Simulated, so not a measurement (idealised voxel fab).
process module | voxel quadruple lines
Section shown: cut. Width: 280 nm. Cell size: 5 nm, square.
Just so we're on the same page, the cross-sections are grids of square cells, and they're listed out in bands top to bottom, each band one or more rows deep. What a band's entry tells you: where the top is and where the bottom is, as heights in nm, and after that what lies inside, material by material from left to right, each with its width in nm. Empty space is written as the word "blank", and a single material marked with the word "all across" occupies the band from edge to edge. Height 0 is the level under which the wafer as received is all one material. The lowest band goes on downwards, as in "0 nm and below". Width: "30..40" (first number = top row, second number = bottom row, same change from row to row of cells). "no change" for a step: no cell of the cross-section changed in that step. You'll see "closed voids" listing empty spaces that have no way open to the top, as long as they're 8 cells or more; the notation is width x height at distance, where the distance is from the left edge, and all of it is in nm. That trailing text on a step's line, after the settings, is the simulator's own remark on the step. overlay nm: on a step with a mask, how far right of its planned place the mask lay; negative means left.

**plan**
- 1: RECEIVE with material Si
- 2: CONFORMAL_DEP with material SiO2, thk nm 10
- 3: DIRECTIONAL_DEP with material W, thk nm 15
- 4: DIRECTIONAL_DEP with material polySi, thk nm 20
- 5: DIRECTIONAL_DEP with material aC, thk nm 20
- 6: PATTERN with tone cover, mask id MANDREL, material resist, width nm 30, thk nm 25, overlay nm 0
- 7: DIRECTIONAL_ETCH with etch materials aC, depth nm 20
- 8: STRIP with etch materials resist
- 9: CONFORMAL_DEP with material SiO2, thk nm 10
- 10: DIRECTIONAL_ETCH with etch materials SiO2, depth nm 10
- 11: STRIP with etch materials aC
- 12: DIRECTIONAL_ETCH with etch materials polySi, depth nm 20
- 13: STRIP with etch materials SiO2
- 14: CONFORMAL_DEP with material SiN, thk nm 10
- 15: DIRECTIONAL_ETCH with etch materials SiN, depth nm 10
- 16: STRIP with etch materials polySi
- 17: DIRECTIONAL_ETCH with etch materials W, depth nm 15
- 18: STRIP with etch materials SiN

**The cross-section here shows the wafer as received, i.e. in its state after step 1**
	0 nm and below: Si all across
	closed voids: none

**End state of the module in cross-section, given the above starting point and plan and one mistake in execution**
	25 nm to 10 nm: blank: 105  W: 10  blank: 10  W: 10  blank: 15  W: 10  blank: 10  W: 10  blank: 100
	10 nm to 0 nm: SiO2 all across
	0 nm and below: Si all across
	closed voids: none
What went wrong in running the wafer? note that step 6 departed from the planned setting and was carried out as PATTERN with tone cover, mask id MANDREL, material resist, width nm 35, thk nm 25, overlay nm 0
